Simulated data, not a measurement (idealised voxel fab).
process module | voxel plated lines
cross-section cut | 265 nm wide | cells 5 nm
A cross-section is a grid of square cells, given in bands from the top down. A band is one or more rows of cells.
Each band's line starts with the height of the band's top and of its bottom, in nm. Then come its materials from left to right, each with its width in nm. One material with "throughout" fills the band from edge to edge. "air" is empty space.
Height 0 is the level under which the wafer as received is all one material. The lowest band goes on downwards, as in "0 down".
A width such as "30 to 40" changes by the same amount from each row of cells to the next, from the band's top row to its bottom row.
"no change" after a step means that no cell of the cross-section changed.
closed voids: empty space of 8 cells or more with no open way to the top, each as width x height at its distance from the left edge, in nm
after a step's settings: what the simulator itself notes on the step
overlay nm, on a step with a mask: how far to the right of its planned place the mask lay; to the left if negative
plan
1 op RECEIVE | material Si
2 op CONFORMAL_DEP | material SiO2 | thk nm 15
3 op DIRECTIONAL_DEP | material TiN | thk nm 5
4 op PATTERN | tone open | mask id LINES | material resist | width nm 20 | pitch nm 50 | thk nm 20 | overlay nm 0
5 op EPI | material Ru | thk nm 5
6 op STRIP | etch materials resist
7 op DIRECTIONAL_ETCH | etch materials TiN | depth nm 5
8 op CONFORMAL_DEP | material SiN | thk nm 10
as received, after step 1
  0 down: Si throughout
  closed voids: none
first wafer at the end, as planned
  35 to 25: air 35 | SiN 40 | air 10 | SiN 40 | air 10 | SiN 40 | air 10 | SiN 40 | air 40
  25 to 20: SiN 45 | Ru 20 | SiN 30 | Ru 20 | SiN 30 | Ru 20 | SiN 30 | Ru 20 | SiN 50
  20 to 15: SiN 45 | TiN 20 | SiN 30 | TiN 20 | SiN 30 | TiN 20 | SiN 30 | TiN 20 | SiN 50
  15 to 0: SiO2 throughout
  0 down: Si throughout
  closed voids: none
second wafer at the end: like start, like plan, one mistake
  35 to 25: SiN throughout
  25 to 20: Ru 45 | SiN 20 | Ru 30 | SiN 20 | Ru 30 | SiN 20 | Ru 30 | SiN 20 | Ru 50
  20 to 15: TiN 45 | SiN 20 | TiN 30 | SiN 20 | TiN 30 | SiN 20 | TiN 30 | SiN 20 | TiN 50
  15 to 0: SiO2 throughout
  0 down: Si throughout
  closed voids: none
what went wrong: step 4 ran as: op PATTERN | tone cover | mask id LINES | material resist | width nm 20 | pitch nm 50 | thk nm 20 | overlay nm 0
at the end the second wafer has, in cells: 21 more of Ru | 21 more of TiN
